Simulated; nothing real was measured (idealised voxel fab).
process module | voxel spacer lines
cross-section cut | 250 nm wide | cells 5 nm
A cross-section is a grid of square cells, given in bands from the top down. A band is one or more rows of cells.
Each band's line starts with the height of the band's top and of its bottom, in nm. Then come its materials from left to right, each with its width in nm. One material with "throughout" fills the band from edge to edge. "air" is empty space.
Height 0 is the level under which the wafer as received is all one material. The lowest band goes on downwards, as in "0 down".
A width such as "30 to 40" changes by the same amount from each row of cells to the next, from the band's top row to its bottom row.
"no change" after a step means that no cell of the cross-section changed.
closed voids: empty space of 8 cells or more with no open way to the top, each as width x height at its distance from the left edge, in nm
after a step's settings: what the simulator itself notes on the step
overlay nm, on a step with a mask: how far to the right of its planned place the mask lay; to the left if negative
plan
1 op RECEIVE | material Si
2 op CONFORMAL_DEP | material Al2O3 | thk nm 10
3 op DIRECTIONAL_DEP | material TiN | thk nm 10
4 op DIRECTIONAL_DEP | material aC | thk nm 20
5 op PATTERN | tone cover | mask id MANDREL | material resist | width nm 20 | pitch nm 60 | thk nm 30 | overlay nm 0
6 op DIRECTIONAL_ETCH | etch materials aC | depth nm 20
7 op STRIP | etch materials resist
8 op CONFORMAL_DEP | material SiO2 | thk nm 10
9 op DIRECTIONAL_ETCH | etch materials SiO2 | depth nm 10
10 op STRIP | etch materials aC
11 op DIRECTIONAL_ETCH | etch materials TiN | depth nm 10
12 op STRIP | etch materials SiO2
13 op FILL_DEP | material SiO2 | thk nm 5
14 op CMP | height nm 20
first wafer, as planned
as received, after step 1
  0 down: Si throughout
  closed voids: none
after step 2
  10 to 0: Al2O3 throughout
  below 0: unchanged
after step 3
  20 to 10: TiN throughout
  below 10: unchanged
after step 4
  40 to 20: aC throughout
  below 20: unchanged
after step 5
  70 to 40: air 55 | resist 20 | air 40 | resist 20 | air 40 | resist 20 | air 55
  below 40: unchanged
after step 6
  50 to 40: air 55 | resist 20 | air 40 | resist 20 | air 40 | resist 20 | air 55
  40 to 20: air 55 | aC 20 | air 40 | aC 20 | air 40 | aC 20 | air 55
  below 20: unchanged
after step 7
  40 to 20: air 55 | aC 20 | air 40 | aC 20 | air 40 | aC 20 | air 55
  below 20: unchanged
after step 8
  50 to 40: air 45 | SiO2 40 | air 20 | SiO2 40 | air 20 | SiO2 40 | air 45
  40 to 30: air 45 | SiO2 10 | aC 20 | SiO2 10 | air 20 | SiO2 10 | aC 20 | SiO2 10 | air 20 | SiO2 10 | aC 20 | SiO2 10 | air 45
  30 to 20: SiO2 55 | aC 20 | SiO2 40 | aC 20 | SiO2 40 | aC 20 | SiO2 55
  below 20: unchanged
after step 9
  40 to 20: air 45 | SiO2 10 | aC 20 | SiO2 10 | air 20 | SiO2 10 | aC 20 | SiO2 10 | air 20 | SiO2 10 | aC 20 | SiO2 10 | air 45
  below 20: unchanged
after step 10
  40 to 20: air 45 | SiO2 10 | air 20 | SiO2 10 | air 20 | SiO2 10 | air 20 | SiO2 10 | air 20 | SiO2 10 | air 20 | SiO2 10 | air 45
  below 20: unchanged
after step 11
  40 to 20: air 45 | SiO2 10 | air 20 | SiO2 10 | air 20 | SiO2 10 | air 20 | SiO2 10 | air 20 | SiO2 10 | air 20 | SiO2 10 | air 45
  20 to 10: air 45 | TiN 10 | air 20 | TiN 10 | air 20 | TiN 10 | air 20 | TiN 10 | air 20 | TiN 10 | air 20 | TiN 10 | air 45
  below 10: unchanged
after step 12
  20 to 10: air 45 | TiN 10 | air 20 | TiN 10 | air 20 | TiN 10 | air 20 | TiN 10 | air 20 | TiN 10 | air 20 | TiN 10 | air 45
  below 10: unchanged
after step 13
  25 to 20: SiO2 throughout
  20 to 10: SiO2 45 | TiN 10 | SiO2 20 | TiN 10 | SiO2 20 | TiN 10 | SiO2 20 | TiN 10 | SiO2 20 | TiN 10 | SiO2 20 | TiN 10 | SiO2 45
  below 10: unchanged
after step 14
  20 to 10: SiO2 45 | TiN 10 | SiO2 20 | TiN 10 | SiO2 20 | TiN 10 | SiO2 20 | TiN 10 | SiO2 20 | TiN 10 | SiO2 20 | TiN 10 | SiO2 45
  below 10: unchanged
second wafer: like start, like plan, one mistake. Through step 10 it matches the first wafer
when step 11 should have ended
  40 to 20: air 45 | SiO2 10 | air 20 | SiO2 10 | air 20 | SiO2 10 | air 20 | SiO2 10 | air 20 | SiO2 10 | air 20 | SiO2 10 | air 45
  20 to 10: air 45 | TiN 10 | air 20 | TiN 10 | air 20 | TiN 10 | air 20 | TiN 10 | air 20 | TiN 10 | air 20 | TiN 10 | air 45
  below 10: unchanged
when step 12 should have ended
  20 to 10: air 45 | TiN 10 | air 20 | TiN 10 | air 20 | TiN 10 | air 20 | TiN 10 | air 20 | TiN 10 | air 20 | TiN 10 | air 45
  below 10: unchanged
when step 13 should have ended
  25 to 20: SiO2 throughout
  20 to 10: SiO2 45 | TiN 10 | SiO2 20 | TiN 10 | SiO2 20 | TiN 10 | SiO2 20 | TiN 10 | SiO2 20 | TiN 10 | SiO2 20 | TiN 10 | SiO2 45
  below 10: unchanged
when step 14 should have ended
  20 to 10: SiO2 45 | TiN 10 | SiO2 20 | TiN 10 | SiO2 20 | TiN 10 | SiO2 20 | TiN 10 | SiO2 20 | TiN 10 | SiO2 20 | TiN 10 | SiO2 45
  below 10: unchanged
what went wrong: step 11 was run twice
at the end the two cross-sections are the same: no effect in what this model computes
